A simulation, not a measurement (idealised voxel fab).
Process module in this document: voxel released beams
The cross-section on display is named cut; it measures 220 nm wide, and its cells are 5 nm squares.
How to read a cross-section here: the picture is a grid of square cells, written as bands going from the top down, and any band can span one or more rows of cells.
Basically the band line says how high the top is and how high the bottom is, in nm, and then what's in it from left to right, every material with its width in nm. Empty space shows up as "blank", and if a single material carries "edge to edge" it runs the full band edge to edge.
Height datum 0, below which the as-received substrate wafer is one material. Lowest band open at the bottom, running downward: "0 nm and below".
Read "30->40" as a graded width: first number on top, second number at the bottom, same change between each pair of neighbouring rows.
A step reported as "no modifications" is a step in which no cell of the cross-section changed.
"Fully sealed cavities" - sealed voids, min. 8 cells, no opening to top; format: width x height at distance (distance from left edge; nm throughout).
Text after the settings on a step's line: the simulator's own remark on that step.
"overlay nm" answers the question of how far to the right of plan the mask lay on a step that has a mask, and when it is negative the answer is to the left.

These are the steps we planned for the process
- 1: RECEIVE [material Si]
- 2: CONFORMAL_DEP [material Al2O3] [thk nm 10]
- 3: DIRECTIONAL_DEP [material SiO2] [thk nm 10]
- 4: DIRECTIONAL_DEP [material aC] [thk nm 15]
- 5: PATTERN [tone open] [mask id ANCHOR] [material resist] [width nm 35] [thk nm 30] [overlay nm 0]
- 6: DIRECTIONAL_ETCH [etch materials aC] [depth nm 15]
- 7: STRIP [etch materials resist]
- 8: DIRECTIONAL_ETCH [etch materials SiO2] [depth nm 10]
- 9: STRIP [etch materials aC]
- 10: CONFORMAL_DEP [material W] [thk nm 10]
- 11: MASKED_ETCH [tone cover] [mask id BEAM] [width nm 110] [etch materials W] [depth nm 10] [overlay nm 0]
- 12: STRIP [etch materials SiO2]

Cross-section, incoming material, after step 1
- 0 nm and below  Si edge to edge
- Fully sealed cavities: none

First of two wafers, end-of-module section, run followed plan
- 30 nm to 20 nm  50 blank, 15 W, 15 blank, 80 W, 60 blank
- 20 nm to 10 nm  55 blank, 35 W, 130 blank
- 10 nm to 0 nm  Al2O3 edge to edge
- 0 nm and below  Si edge to edge
- Fully sealed cavities: none

What the second wafer looks like in cross-section once the module is done. Its start and its plan matched the first wafer's exactly; what differed was one mistake in how it was run
- 30 nm to 20 nm  45 blank, 20 W, 15 blank, 75 W, 65 blank
- 20 nm to 10 nm  55 blank, 35 W, 130 blank
- 10 nm to 0 nm  Al2O3 edge to edge
- 0 nm and below  Si edge to edge
- Fully sealed cavities: none
Against the plan, the run slipped here: in deviation from the planned setting, step 11 was conducted as MASKED_ETCH [tone cover] [mask id BEAM] [width nm 110] [etch materials W] [depth nm 10] [overlay nm -5]
End check, second vs first wafer: material counts in cells match, positions do not.
